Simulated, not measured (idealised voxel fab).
process module | voxel gate over fins
cross-section cut | 270 nm wide | cells 5 nm
A cross-section is a grid of square cells, given in bands from the top down. A band is one or more rows of cells.
Each band's line starts with the height of the band's top and of its bottom, in nm. Then come its materials from left to right, each with its width in nm. One material with "throughout" fills the band from edge to edge. "air" is empty space.
Height 0 is the level under which the wafer as received is all one material. The lowest band goes on downwards, as in "0 down".
A width such as "30 to 40" changes by the same amount from each row of cells to the next, from the band's top row to its bottom row.
"no change" after a step means that no cell of the cross-section changed.
closed voids: empty space of 8 cells or more with no open way to the top, each as width x height at its distance from the left edge, in nm
after a step's settings: what the simulator itself notes on the step
overlay nm, on a step with a mask: how far to the right of its planned place the mask lay; to the left if negative
plan
1 op RECEIVE | material Si
2 op CONFORMAL_DEP | material SiN | thk nm 5
3 op DIRECTIONAL_DEP | material aC | thk nm 10
4 op PATTERN | tone cover | mask id FINS | material resist | width nm 15 | pitch nm 50 | thk nm 30 | overlay nm 0
5 op DIRECTIONAL_ETCH | etch materials aC | depth nm 10
6 op STRIP | etch materials resist
7 op DIRECTIONAL_ETCH | etch materials SiN | depth nm 5
8 op DIRECTIONAL_ETCH | etch materials Si | depth nm 40
9 op STRIP | etch materials aC
10 op FILL_DEP | material SiO2 | thk nm 5
11 op CMP | height nm 5
12 op PATTERN | tone open | mask id RAIL | material resist | width nm 15 | thk nm 20 | overlay nm 0
13 op DIRECTIONAL_ETCH | etch materials SiO2 | depth nm 40
14 op STRIP | etch materials resist
15 op CONFORMAL_DEP | material TiN | thk nm 5
16 op FILL_DEP | material W | thk nm 5
17 op CMP | height nm 5
18 op SELECTIVE_ETCH | etch materials W Ru TiN | depth nm 20
19 op FILL_DEP | material SiO2 | thk nm 5
20 op CMP | height nm 5
21 op SELECTIVE_ETCH | etch materials SiO2 | depth nm 15
22 op STRIP | etch materials SiN
23 op CONFORMAL_DEP | material HfO2 | thk nm 5
24 op CONFORMAL_DEP | material TiN | thk nm 5
25 op FILL_DEP | material W | thk nm 10
26 op CMP | height nm 15
27 op CONFORMAL_DEP | material SiCN | thk nm 5
varied across the wafers: width nm of step 4. The plan shows the first wafer's value. All wafers start alike
first wafer as received, after step 1
  0 down: Si throughout
  closed voids: none
each wafer at the end: cells of each material gained (+) or lost (-) since it was received, then its closed voids
width nm 15 | +62 HfO2 | -384 Si | +54 SiCN | +276 SiO2 | +71 TiN | +137 W | closed voids: none
width nm 20 | +62 HfO2 | -368 Si | +54 SiCN | +264 SiO2 | +71 TiN | +133 W | closed voids: none
width nm 25 | +62 HfO2 | -352 Si | +54 SiCN | +252 SiO2 | +71 TiN | +129 W | closed voids: none
width nm 30 | +62 HfO2 | -336 Si | +54 SiCN | +240 SiO2 | +71 TiN | +125 W | closed voids: none
